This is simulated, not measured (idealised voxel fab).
process module | voxel trench capacitor
cross-section cut | 165 nm wide | cells 5 nm
A cross-section is a grid of square cells, given in bands from the top down. A band is one or more rows of cells.
Each band's line starts with the height of the band's top and of its bottom, in nm. Then come its materials from left to right, each with its width in nm. One material with "throughout" fills the band from edge to edge. "air" is empty space.
Height 0 is the level under which the wafer as received is all one material. The lowest band goes on downwards, as in "0 down".
A width such as "30 to 40" changes by the same amount from each row of cells to the next, from the band's top row to its bottom row.
"no change" after a step means that no cell of the cross-section changed.
closed voids: empty space of 8 cells or more with no open way to the top, each as width x height at its distance from the left edge, in nm
after a step's settings: what the simulator itself notes on the step
overlay nm, on a step with a mask: how far to the right of its planned place the mask lay; to the left if negative
plan
1 op RECEIVE | material Si
2 op CONFORMAL_DEP | material SiN | thk nm 5
3 op PATTERN | tone open | mask id TRENCH | material resist | width nm 20 | pitch nm 45 | thk nm 15 | overlay nm 0
4 op DIRECTIONAL_ETCH | etch materials SiN | depth nm 5
5 op DIRECTIONAL_ETCH | etch materials Si | depth nm 25
6 op STRIP | etch materials resist
7 op CONFORMAL_DEP | material SiO2 | thk nm 5
8 op FILL_DEP | material polySi | thk nm 10
9 op CMP | height nm 5
first wafer, as planned
as received, after step 1
  0 down: Si throughout
  closed voids: none
after step 2
  5 to 0: SiN throughout
  below 0: unchanged
after step 3
  20 to 5: resist 50 | air 20 | resist 25 | air 20 | resist 50
  below 5: unchanged
after step 4
  20 to 5: resist 50 | air 20 | resist 25 | air 20 | resist 50
  5 to 0: SiN 50 | air 20 | SiN 25 | air 20 | SiN 50
  below 0: unchanged
after step 5
  20 to 5: resist 50 | air 20 | resist 25 | air 20 | resist 50
  5 to 0: SiN 50 | air 20 | SiN 25 | air 20 | SiN 50
  0 to -25: Si 50 | air 20 | Si 25 | air 20 | Si 50
  below -25: unchanged
after step 6
  5 to 0: SiN 50 | air 20 | SiN 25 | air 20 | SiN 50
  below 0: unchanged
after step 7
  10 to 5: SiO2 55 | air 10 | SiO2 35 | air 10 | SiO2 55
  5 to 0: SiN 50 | SiO2 5 | air 10 | SiO2 5 | SiN 25 | SiO2 5 | air 10 | SiO2 5 | SiN 50
  0 to -20: Si 50 | SiO2 5 | air 10 | SiO2 5 | Si 25 | SiO2 5 | air 10 | SiO2 5 | Si 50
  -20 to -25: Si 50 | SiO2 20 | Si 25 | SiO2 20 | Si 50
  below -25: unchanged
after step 8
  20 to 10: polySi throughout
  10 to 5: SiO2 55 | polySi 10 | SiO2 35 | polySi 10 | SiO2 55
  5 to 0: SiN 50 | SiO2 5 | polySi 10 | SiO2 5 | SiN 25 | SiO2 5 | polySi 10 | SiO2 5 | SiN 50
  0 to -20: Si 50 | SiO2 5 | polySi 10 | SiO2 5 | Si 25 | SiO2 5 | polySi 10 | SiO2 5 | Si 50
  below -20: unchanged
after step 9
  5 to 0: SiN 50 | SiO2 5 | polySi 10 | SiO2 5 | SiN 25 | SiO2 5 | polySi 10 | SiO2 5 | SiN 50
  below 0: unchanged
second wafer: like start, like plan, one mistake. Through step 4 it matches the first wafer
when step 5 should have ended
  5 to 0: SiN 50 | air 20 | SiN 25 | air 20 | SiN 50
  below 0: unchanged
when step 6 should have ended
  5 to 0: SiN 50 | air 20 | SiN 25 | air 20 | SiN 50
  0 to -25: Si 50 | air 20 | Si 25 | air 20 | Si 50
  below -25: unchanged
when step 7 should have ended
  10 to 5: SiO2 55 | air 10 | SiO2 35 | air 10 | SiO2 55
  5 to 0: SiN 50 | SiO2 5 | air 10 | SiO2 5 | SiN 25 | SiO2 5 | air 10 | SiO2 5 | SiN 50
  0 to -20: Si 50 | SiO2 5 | air 10 | SiO2 5 | Si 25 | SiO2 5 | air 10 | SiO2 5 | Si 50
  -20 to -25: Si 50 | SiO2 20 | Si 25 | SiO2 20 | Si 50
  below -25: unchanged
when step 8 should have ended
  20 to 10: polySi throughout
  10 to 5: SiO2 55 | polySi 10 | SiO2 35 | polySi 10 | SiO2 55
  5 to 0: SiN 50 | SiO2 5 | polySi 10 | SiO2 5 | SiN 25 | SiO2 5 | polySi 10 | SiO2 5 | SiN 50
  0 to -20: Si 50 | SiO2 5 | polySi 10 | SiO2 5 | Si 25 | SiO2 5 | polySi 10 | SiO2 5 | Si 50
  below -20: unchanged
when step 9 should have ended
  5 to 0: SiN 50 | SiO2 5 | polySi 10 | SiO2 5 | SiN 25 | SiO2 5 | polySi 10 | SiO2 5 | SiN 50
  below 0: unchanged
what went wrong: steps 5 and 6 were swapped
at the end the two cross-sections are the same: no effect in what this model computes
